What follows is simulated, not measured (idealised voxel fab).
You're looking at the process module voxel lift off.
The figure presents cross-section cut, which has a width of 180 nm and is divided into square cells with an edge length of 5 nm.
Format of a cross-section: grid, square cells. Given as bands. Order: top down. Band: one or more rows of cells. Basically the band line says how high the top is and how high the bottom is, in nm, and then what's in it from left to right, every material with its width in nm. Empty space shows up as "air", and if a single material carries "full width" it runs the full band edge to edge. Height is counted from the level 0, under which the received wafer is composed throughout of one material. The lowest of the bands is not closed at the bottom but continues downward, in the notation "0..down". The notation "30 to 40" denotes a width that varies across the rows of cells in the band, beginning at the first number in the top row, finishing at the second number in the bottom row, and changing by an identical amount from each row to the next. Take "same as before" at face value: in the step it is given for, the cross-section changed in none of its cells. "Enclosed internal voids": sealed empty spaces, 8 cells or more, no open way to top, listed width x height at distance, with distance from the left edge and width, height and distance in nm. Whatever follows a step's settings on its line is a remark the simulator itself makes about that step. The optional step-line setting "overlay nm" applies to steps with a mask and quantifies how far to the right of its planned location the mask lay, a negative value indicating leftward placement.

This section lists the process steps that were planned
step 1: op RECEIVE | material Si
step 2: op CONFORMAL_DEP | material SiO2 | thk nm 10
step 3: op PATTERN | tone open | mask id LINES | material resist | width nm 15 | pitch nm 35 | thk nm 15 | overlay nm 0
step 4: op DIRECTIONAL_DEP | material Ru | thk nm 5
step 5: op STRIP | etch materials resist
step 6: op CONFORMAL_DEP | material SiO2 | thk nm 10

Incoming wafer in cross-section (state: after step 1)
- 0..down | Si full width
- Enclosed internal voids: none

Module complete - cross-section of the first of two wafers, run according to plan
- 25..20 | air 35, then SiO2 105, then air 40
- 20..15 | SiO2 full width
- 15..10 | SiO2 45, then Ru 15, then SiO2 20, then Ru 15, then SiO2 20, then Ru 15, then SiO2 50
- 10..0 | SiO2 full width
- 0..down | Si full width
- Enclosed internal voids: none

Cross-section at end of module for the second wafer of two, which matched the first in starting point and plan and differed by one mistake in its processing
- 15..10 | air 35, then SiO2 105, then air 40
- 10..5 | SiO2 full width
- 5..0 | SiO2 45, then Ru 15, then SiO2 20, then Ru 15, then SiO2 20, then Ru 15, then SiO2 50
- 0..down | Si full width
- Enclosed internal voids: none
What went wrong in running the wafer? the run left out plan step 2 entirely, so it was never executed
Looking at both finished wafers in cells, the second ends up ahead of or behind the first on some materials: SiO2: 72 fewer
